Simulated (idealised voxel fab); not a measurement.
process module | voxel transistor to metal
Each square cell in cross-section cut measures 5 nm, and the section as a whole is 160 nm wide.
Throughout this document, each cross-section is represented as a grid of square cells and is presented as a sequence of bands enumerated from the top downward, where a band comprises one or more rows of cells.
Look at the band entry: it leads with the top's height and the bottom's height in nm. Then it lists the materials left to right, with a width in nm for each. The word "edge to edge" on a single material says that material fills the band edge to edge. The word "air" is empty space.
Zero point of the height axis is 0; under it, received wafer = one material. Lowest band: continues down indefinitely, "0 down".
Graded width ("30->40"): value in top row of band = first number; value in bottom row = second number; row-to-row change constant.
"no modification" for a step: no cell of the cross-section changed in that step.
Under "Enclosed internal voids" you'll find the enclosed gaps, the ones with no way out to the top, that are 8 cells or bigger; each reads width x height at distance, with distance counted from the left edge, everything in nm.
Step line, after settings: the simulator's comment on this step.
overlay nm, on a step with a mask: how far to the right of its planned place the mask lay; to the left if negative

### Below is the list of planned process steps
step 1: RECEIVE | material Si
step 2: OXIDIZE | depth nm 5
step 3: CONFORMAL_DEP | material SiN | thk nm 10
step 4: DIRECTIONAL_DEP | material aC | thk nm 15
step 5: PATTERN | tone cover | mask id ACTIVE | material resist | width nm 115 | thk nm 35 | overlay nm 0
step 6: DIRECTIONAL_ETCH | etch materials aC | depth nm 15
step 7: STRIP | etch materials resist
step 8: DIRECTIONAL_ETCH | etch materials SiN | depth nm 10
step 9: DIRECTIONAL_ETCH | etch materials SiO2 | depth nm 5
step 10: DIRECTIONAL_ETCH | etch materials Si | depth nm 30
step 11: STRIP | etch materials aC
step 12: OXIDIZE | depth nm 5
step 13: FILL_DEP | material SiO2 | thk nm 10
step 14: CMP | height nm 10
step 15: SELECTIVE_ETCH | etch materials SiO2 | depth nm 5
step 16: STRIP | etch materials SiN
step 17: SELECTIVE_ETCH | etch materials SiO2 | depth nm 5
step 18: OXIDIZE | depth nm 5
step 19: DIRECTIONAL_DEP | material polySi | thk nm 20
step 20: DIRECTIONAL_DEP | material SiCN | thk nm 10
step 21: DIRECTIONAL_DEP | material aC | thk nm 15
step 22: PATTERN | tone cover | mask id GATE | material resist | width nm 15 | thk nm 30 | overlay nm 0
step 23: DIRECTIONAL_ETCH | etch materials aC | depth nm 15
step 24: STRIP | etch materials resist
step 25: DIRECTIONAL_ETCH | etch materials SiCN | depth nm 20
step 26: DIRECTIONAL_ETCH | etch materials polySi | depth nm 30
step 27: STRIP | etch materials aC
step 28: CONFORMAL_DEP | material SiN | thk nm 10
step 29: DIRECTIONAL_ETCH | etch materials SiN | depth nm 10
step 30: DIRECTIONAL_ETCH | etch materials SiO2 | depth nm 5
step 31: DIRECTIONAL_ETCH | etch materials Si | depth nm 5
step 32: EPI | material nSi | thk nm 10
step 33: FILL_DEP | material SiO2 | thk nm 5
step 34: CMP | height nm 25
step 35: DIRECTIONAL_DEP | material SiO2 | thk nm 15
step 36: PATTERN | tone open | mask id CONTACT | material resist | width nm 35 | pitch nm 60 | thk nm 20 | overlay nm 0
step 37: DIRECTIONAL_ETCH | etch materials SiO2 | depth nm 45
step 38: STRIP | etch materials resist
step 39: CONFORMAL_DEP | material TiN | thk nm 5
step 40: FILL_DEP | material W | thk nm 5
step 41: CMP | height nm 40
step 42: CONFORMAL_DEP | material SiCN | thk nm 5
step 43: DIRECTIONAL_DEP | material lowk | thk nm 15
step 44: MASKED_ETCH | tone open | mask id METAL_1 | width nm 20 | pitch nm 75 | etch materials lowk | depth nm 15 | overlay nm 0
step 45: MASKED_ETCH | tone open | mask id METAL_1 | width nm 20 | pitch nm 75 | etch materials SiCN | depth nm 5 | overlay nm 0
step 46: CONFORMAL_DEP | material TiN | thk nm 5
step 47: FILL_DEP | material Cu | thk nm 5
step 48: CMP | height nm 60
step 49: EPI | material Ru | thk nm 5
step 50: FILL_DEP | material SiCN | thk nm 5

### The first of two wafers, run as planned

### Wafer at receipt (post step 1), cross-section
	0 down | Si edge to edge
	Enclosed internal voids: none

### After step 2: wafer cross-section
	0 to -5 | SiO2 edge to edge
	Below -5, the layers are the same as they were.

### After step 3: wafer cross-section
	10 to 0 | SiN edge to edge
	Below 0, the layers are the same as they were.

### After step 4: wafer cross-section
	25 to 10 | aC edge to edge
	Below 10, the layers are the same as they were.

### After step 5: wafer cross-section
	60 to 25 | air: 20, then resist: 115, then air: 25
	Below 25, the layers are the same as they were.

### After step 6: wafer cross-section
	45 to 25 | air: 20, then resist: 115, then air: 25
	25 to 10 | air: 20, then aC: 115, then air: 25
	Below 10, the layers are the same as they were.

### After step 7: wafer cross-section
	25 to 10 | air: 20, then aC: 115, then air: 25
	Below 10, the layers are the same as they were.

### After step 8: wafer cross-section
	25 to 10 | air: 20, then aC: 115, then air: 25
	10 to 0 | air: 20, then SiN: 115, then air: 25
	Below 0, the layers are the same as they were.

### After step 9: wafer cross-section
	25 to 10 | air: 20, then aC: 115, then air: 25
	10 to 0 | air: 20, then SiN: 115, then air: 25
	0 to -5 | air: 20, then SiO2: 115, then air: 25
	Below -5, the layers are the same as they were.

### After step 10: wafer cross-section
	25 to 10 | air: 20, then aC: 115, then air: 25
	10 to 0 | air: 20, then SiN: 115, then air: 25
	0 to -5 | air: 20, then SiO2: 115, then air: 25
	-5 to -35 | air: 20, then Si: 115, then air: 25
	Below -35, the layers are the same as they were.

### After step 11: wafer cross-section
	10 to 0 | air: 20, then SiN: 115, then air: 25
	Below 0, the layers are the same as they were.

### After step 12: wafer cross-section
	10 to 0 | air: 20, then SiN: 115, then air: 25
	0 to -5 | air: 20, then SiO2: 115, then air: 25
	-5 to -35 | air: 20, then SiO2: 5, then Si: 105, then SiO2: 5, then air: 25
	-35 to -40 | SiO2: 25, then Si: 105, then SiO2: 30
	Below -40, the layers are the same as they were.

### After step 13: wafer cross-section
	20 to 10 | SiO2 edge to edge
	10 to 0 | SiO2: 20, then SiN: 115, then SiO2: 25
	0 to -5 | SiO2 edge to edge
	-5 to -40 | SiO2: 25, then Si: 105, then SiO2: 30
	Below -40, the layers are the same as they were.

### After step 14: wafer cross-section
	10 to 0 | SiO2: 20, then SiN: 115, then SiO2: 25
	Below 0, the layers are the same as they were.

### After step 15: wafer cross-section
	10 to 5 | air: 20, then SiN: 115, then air: 25
	Below 5, the layers are the same as they were.

### After step 16: wafer cross-section
	5 to 0 | SiO2: 20, then air: 115, then SiO2: 25
	Below 0, the layers are the same as they were.

### After step 17: wafer cross-section
	0 to -5 | SiO2: 15, then air: 125, then SiO2: 20
	Below -5, the layers are the same as they were.

### After step 18: wafer cross-section
	0 to -5 | SiO2: 15, then air: 125, then SiO2: 20
	-5 to -10 | SiO2 edge to edge
	Below -10, the layers are the same as they were.

### After step 19: wafer cross-section
	20 to 15 | polySi: 15, then air: 125, then polySi: 20
	15 to 0 | polySi edge to edge
	0 to -5 | SiO2: 15, then polySi: 125, then SiO2: 20
	Below -5, the layers are the same as they were.

### After step 20: wafer cross-section
	30 to 25 | SiCN: 15, then air: 125, then SiCN: 20
	25 to 20 | SiCN edge to edge
	20 to 15 | polySi: 15, then SiCN: 125, then polySi: 20
	Below 15, the layers are the same as they were.

### After step 21: wafer cross-section
	45 to 40 | aC: 15, then air: 125, then aC: 20
	40 to 30 | aC edge to edge
	30 to 25 | SiCN: 15, then aC: 125, then SiCN: 20
	Below 25, the layers are the same as they were.

### After step 22: wafer cross-section
	75 to 45 | air: 70, then resist: 15, then air: 75
	45 to 40 | aC: 15, then air: 55, then resist: 15, then air: 55, then aC: 20
	Below 40, the layers are the same as they were.

### After step 23: wafer cross-section
	60 to 40 | air: 70, then resist: 15, then air: 75
	40 to 30 | air: 70, then aC: 15, then air: 75
	30 to 25 | SiCN: 15, then air: 55, then aC: 15, then air: 55, then SiCN: 20
	Below 25, the layers are the same as they were.

### After step 24: wafer cross-section
	40 to 30 | air: 70, then aC: 15, then air: 75
	Below 30, the layers are the same as they were.

### After step 25: wafer cross-section
	40 to 25 | air: 70, then aC: 15, then air: 75
	25 to 20 | air: 70, then SiCN: 15, then air: 75
	20 to 15 | polySi: 15, then air: 55, then SiCN: 15, then air: 55, then polySi: 20
	Below 15, the layers are the same as they were.

### After step 26: wafer cross-section
	40 to 25 | air: 70, then aC: 15, then air: 75
	25 to 15 | air: 70, then SiCN: 15, then air: 75
	15 to 0 | air: 70, then polySi: 15, then air: 75
	0 to -5 | SiO2: 15, then air: 55, then polySi: 15, then air: 55, then SiO2: 20
	Below -5, the layers are the same as they were.

### After step 27: wafer cross-section
	25 to 15 | air: 70, then SiCN: 15, then air: 75
	Below 15, the layers are the same as they were.

### After step 28: wafer cross-section
	35 to 25 | air: 60, then SiN: 35, then air: 65
	25 to 15 | air: 60, then SiN: 10, then SiCN: 15, then SiN: 10, then air: 65
	15 to 10 | air: 60, then SiN: 10, then polySi: 15, then SiN: 10, then air: 65
	10 to 5 | SiN: 25, then air: 35, then SiN: 10, then polySi: 15, then SiN: 10, then air: 35, then SiN: 30
	5 to 0 | SiN: 70, then polySi: 15, then SiN: 75
	0 to -5 | SiO2: 15, then SiN: 55, then polySi: 15, then SiN: 55, then SiO2: 20
	Below -5, the layers are the same as they were.

### After step 29: wafer cross-section
	25 to 15 | air: 60, then SiN: 10, then SiCN: 15, then SiN: 10, then air: 65
	15 to 0 | air: 60, then SiN: 10, then polySi: 15, then SiN: 10, then air: 65
	0 to -5 | SiO2: 15, then SiN: 10, then air: 35, then SiN: 10, then polySi: 15, then SiN: 10, then air: 35, then SiN: 10, then SiO2: 20
	Below -5, the layers are the same as they were.

### After step 30: wafer cross-section
	25 to 15 | air: 60, then SiN: 10, then SiCN: 15, then SiN: 10, then air: 65
	15 to 0 | air: 60, then SiN: 10, then polySi: 15, then SiN: 10, then air: 65
	0 to -5 | air: 15, then SiN: 10, then air: 35, then SiN: 10, then polySi: 15, then SiN: 10, then air: 35, then SiN: 10, then air: 20
	-5 to -10 | SiO2: 25, then air: 35, then SiO2: 35, then air: 35, then SiO2: 30
	Below -10, the layers are the same as they were.

### After step 31: wafer cross-section
	25 to 15 | air: 60, then SiN: 10, then SiCN: 15, then SiN: 10, then air: 65
	15 to 0 | air: 60, then SiN: 10, then polySi: 15, then SiN: 10, then air: 65
	0 to -5 | air: 15, then SiN: 10, then air: 35, then SiN: 10, then polySi: 15, then SiN: 10, then air: 35, then SiN: 10, then air: 20
	-5 to -10 | SiO2: 25, then air: 35, then SiO2: 35, then air: 35, then SiO2: 30
	-10 to -15 | SiO2: 25, then air: 35, then Si: 35, then air: 35, then SiO2: 30
	Below -15, the layers are the same as they were.

### After step 32: wafer cross-section
	25 to 15 | air: 60, then SiN: 10, then SiCN: 15, then SiN: 10, then air: 65
	15 to 0 | air: 60, then SiN: 10, then polySi: 15, then SiN: 10, then air: 65
	0 to -5 | air: 15, then SiN: 10, then air: 25, then nSi: 10, then SiN: 10, then polySi: 15, then SiN: 10, then nSi: 10, then air: 25, then SiN: 10, then air: 20
	-5 to -10 | SiO2: 25, then nSi: 35, then SiO2: 35, then nSi: 35, then SiO2: 30
	-10 to -15 | SiO2: 25, then nSi: 35, then Si: 35, then nSi: 35, then SiO2: 30
	Below -15, the layers are the same as they were.

### After step 33: wafer cross-section
	30 to 25 | SiO2 edge to edge
	25 to 15 | SiO2: 60, then SiN: 10, then SiCN: 15, then SiN: 10, then SiO2: 65
	15 to 0 | SiO2: 60, then SiN: 10, then polySi: 15, then SiN: 10, then SiO2: 65
	0 to -5 | SiO2: 15, then SiN: 10, then SiO2: 25, then nSi: 10, then SiN: 10, then polySi: 15, then SiN: 10, then nSi: 10, then SiO2: 25, then SiN: 10, then SiO2: 20
	Below -5, the layers are the same as they were.

### After step 34: wafer cross-section
	25 to 15 | SiO2: 60, then SiN: 10, then SiCN: 15, then SiN: 10, then SiO2: 65
	Below 15, the layers are the same as they were.

### After step 35: wafer cross-section
	40 to 25 | SiO2 edge to edge
	Below 25, the layers are the same as they were.

### After step 36: wafer cross-section
	60 to 40 | resist: 30, then air: 35, then resist: 25, then air: 35, then resist: 35
	Below 40, the layers are the same as they were.

### After step 37: wafer cross-section
	60 to 40 | resist: 30, then air: 35, then resist: 25, then air: 35, then resist: 35
	40 to 25 | SiO2: 30, then air: 35, then SiO2: 25, then air: 35, then SiO2: 35
	25 to 15 | SiO2: 30, then air: 30, then SiN: 10, then SiCN: 15, then SiN: 10, then air: 30, then SiO2: 35
	15 to 0 | SiO2: 30, then air: 30, then SiN: 10, then polySi: 15, then SiN: 10, then air: 30, then SiO2: 35
	0 to -5 | SiO2: 15, then SiN: 10, then SiO2: 5, then air: 20, then nSi: 10, then SiN: 10, then polySi: 15, then SiN: 10, then nSi: 10, then air: 20, then SiO2: 5, then SiN: 10, then SiO2: 20
	Below -5, the layers are the same as they were.

### After step 38: wafer cross-section
	40 to 25 | SiO2: 30, then air: 35, then SiO2: 25, then air: 35, then SiO2: 35
	Below 25, the layers are the same as they were.

### After step 39: wafer cross-section
	45 to 40 | TiN: 35, then air: 25, then TiN: 35, then air: 25, then TiN: 40
	40 to 30 | SiO2: 30, then TiN: 5, then air: 25, then TiN: 5, then SiO2: 25, then TiN: 5, then air: 25, then TiN: 5, then SiO2: 35
	30 to 25 | SiO2: 30, then TiN: 5, then air: 20, then TiN: 10, then SiO2: 25, then TiN: 10, then air: 20, then TiN: 5, then SiO2: 35
	25 to 15 | SiO2: 30, then TiN: 5, then air: 20, then TiN: 5, then SiN: 10, then SiCN: 15, then SiN: 10, then TiN: 5, then air: 20, then TiN: 5, then SiO2: 35
	15 to 5 | SiO2: 30, then TiN: 5, then air: 20, then TiN: 5, then SiN: 10, then polySi: 15, then SiN: 10, then TiN: 5, then air: 20, then TiN: 5, then SiO2: 35
	5 to 0 | SiO2: 30, then TiN: 5, then air: 10, then TiN: 15, then SiN: 10, then polySi: 15, then SiN: 10, then TiN: 15, then air: 10, then TiN: 5, then SiO2: 35
	0 to -5 | SiO2: 15, then SiN: 10, then SiO2: 5, then TiN: 20, then nSi: 10, then SiN: 10, then polySi: 15, then SiN: 10, then nSi: 10, then TiN: 20, then SiO2: 5, then SiN: 10, then SiO2: 20
	Below -5, the layers are the same as they were.

### After step 40: wafer cross-section
	50 to 45 | W edge to edge
	45 to 40 | TiN: 35, then W: 25, then TiN: 35, then W: 25, then TiN: 40
	40 to 30 | SiO2: 30, then TiN: 5, then W: 25, then TiN: 5, then SiO2: 25, then TiN: 5, then W: 25, then TiN: 5, then SiO2: 35
	30 to 25 | SiO2: 30, then TiN: 5, then W: 20, then TiN: 10, then SiO2: 25, then TiN: 10, then W: 20, then TiN: 5, then SiO2: 35
	25 to 15 | SiO2: 30, then TiN: 5, then W: 20, then TiN: 5, then SiN: 10, then SiCN: 15, then SiN: 10, then TiN: 5, then W: 20, then TiN: 5, then SiO2: 35
	15 to 5 | SiO2: 30, then TiN: 5, then W: 20, then TiN: 5, then SiN: 10, then polySi: 15, then SiN: 10, then TiN: 5, then W: 20, then TiN: 5, then SiO2: 35
	5 to 0 | SiO2: 30, then TiN: 5, then W: 10, then TiN: 15, then SiN: 10, then polySi: 15, then SiN: 10, then TiN: 15, then W: 10, then TiN: 5, then SiO2: 35
	Below 0, the layers are the same as they were.

### After step 41: wafer cross-section
	40 to 30 | SiO2: 30, then TiN: 5, then W: 25, then TiN: 5, then SiO2: 25, then TiN: 5, then W: 25, then TiN: 5, then SiO2: 35
	Below 30, the layers are the same as they were.

### After step 42: wafer cross-section
	45 to 40 | SiCN edge to edge
	Below 40, the layers are the same as they were.

### After step 43: wafer cross-section
	60 to 45 | lowk edge to edge
	Below 45, the layers are the same as they were.

### After step 44: wafer cross-section
	60 to 45 | lowk: 30, then air: 20, then lowk: 55, then air: 20, then lowk: 35
	Below 45, the layers are the same as they were.

### After step 45: wafer cross-section
	60 to 45 | lowk: 30, then air: 20, then lowk: 55, then air: 20, then lowk: 35
	45 to 40 | SiCN: 30, then air: 20, then SiCN: 55, then air: 20, then SiCN: 35
	Below 40, the layers are the same as they were.

### After step 46: wafer cross-section
	65 to 60 | TiN: 35, then air: 10, then TiN: 65, then air: 10, then TiN: 40
	60 to 45 | lowk: 30, then TiN: 5, then air: 10, then TiN: 5, then lowk: 55, then TiN: 5, then air: 10, then TiN: 5, then lowk: 35
	45 to 40 | SiCN: 30, then TiN: 20, then SiCN: 55, then TiN: 20, then SiCN: 35
	Below 40, the layers are the same as they were.

### After step 47: wafer cross-section
	70 to 65 | Cu edge to edge
	65 to 60 | TiN: 35, then Cu: 10, then TiN: 65, then Cu: 10, then TiN: 40
	60 to 45 | lowk: 30, then TiN: 5, then Cu: 10, then TiN: 5, then lowk: 55, then TiN: 5, then Cu: 10, then TiN: 5, then lowk: 35
	Below 45, the layers are the same as they were.

### After step 48: wafer cross-section
	60 to 45 | lowk: 30, then TiN: 5, then Cu: 10, then TiN: 5, then lowk: 55, then TiN: 5, then Cu: 10, then TiN: 5, then lowk: 35
	Below 45, the layers are the same as they were.

### After step 49: wafer cross-section
	65 to 60 | air: 25, then Ru: 30, then air: 45, then Ru: 30, then air: 30
	Below 60, the layers are the same as they were.

### After step 50: wafer cross-section
	70 to 65 | SiCN edge to edge
	65 to 60 | SiCN: 25, then Ru: 30, then SiCN: 45, then Ru: 30, then SiCN: 30
	Below 60, the layers are the same as they were.

### Wafer two. Identical start, identical plan. One mistake in execution. Identical history through step 43

### Second wafer, section view, time point: scheduled end of step 44
	60 to 45 | lowk: 25, then air: 30, then lowk: 45, then air: 30, then lowk: 30
	Below 45, the layers are the same as they were.

### Second wafer, section view, time point: scheduled end of step 45
	60 to 45 | lowk: 25, then air: 30, then lowk: 45, then air: 30, then lowk: 30
	45 to 40 | SiCN: 30, then air: 20, then SiCN: 55, then air: 20, then SiCN: 35
	Below 40, the layers are the same as they were.

### Second wafer, section view, time point: scheduled end of step 46
	65 to 60 | TiN: 30, then air: 20, then TiN: 55, then air: 20, then TiN: 35
	60 to 50 | lowk: 25, then TiN: 5, then air: 20, then TiN: 5, then lowk: 45, then TiN: 5, then air: 20, then TiN: 5, then lowk: 30
	50 to 45 | lowk: 25, then TiN: 10, then air: 10, then TiN: 10, then lowk: 45, then TiN: 10, then air: 10, then TiN: 10, then lowk: 30
	45 to 40 | SiCN: 30, then TiN: 20, then SiCN: 55, then TiN: 20, then SiCN: 35
	Below 40, the layers are the same as they were.

### Second wafer, section view, time point: scheduled end of step 47
	70 to 65 | Cu edge to edge
	65 to 60 | TiN: 30, then Cu: 20, then TiN: 55, then Cu: 20, then TiN: 35
	60 to 50 | lowk: 25, then TiN: 5, then Cu: 20, then TiN: 5, then lowk: 45, then TiN: 5, then Cu: 20, then TiN: 5, then lowk: 30
	50 to 45 | lowk: 25, then TiN: 10, then Cu: 10, then TiN: 10, then lowk: 45, then TiN: 10, then Cu: 10, then TiN: 10, then lowk: 30
	Below 45, the layers are the same as they were.

### Second wafer, section view, time point: scheduled end of step 48
	60 to 50 | lowk: 25, then TiN: 5, then Cu: 20, then TiN: 5, then lowk: 45, then TiN: 5, then Cu: 20, then TiN: 5, then lowk: 30
	Below 50, the layers are the same as they were.

### Second wafer, section view, time point: scheduled end of step 49
	65 to 60 | air: 20, then Ru: 40, then air: 35, then Ru: 40, then air: 25
	Below 60, the layers are the same as they were.

### Second wafer, section view, time point: scheduled end of step 50
	70 to 65 | SiCN edge to edge
	65 to 60 | SiCN: 20, then Ru: 40, then SiCN: 35, then Ru: 40, then SiCN: 25
	Below 60, the layers are the same as they were.
The plan and the run diverged here: for step 44, the planned setting was not used; the step was instead run as MASKED_ETCH | tone open | mask id METAL_1 | width nm 30 | pitch nm 75 | etch materials lowk | depth nm 15 | overlay nm 0
The closing comparison, in cells, has the second wafer with more or fewer of some materials than the first: Cu +8 | Ru +4 | SiCN -4 | TiN +4 | lowk -12
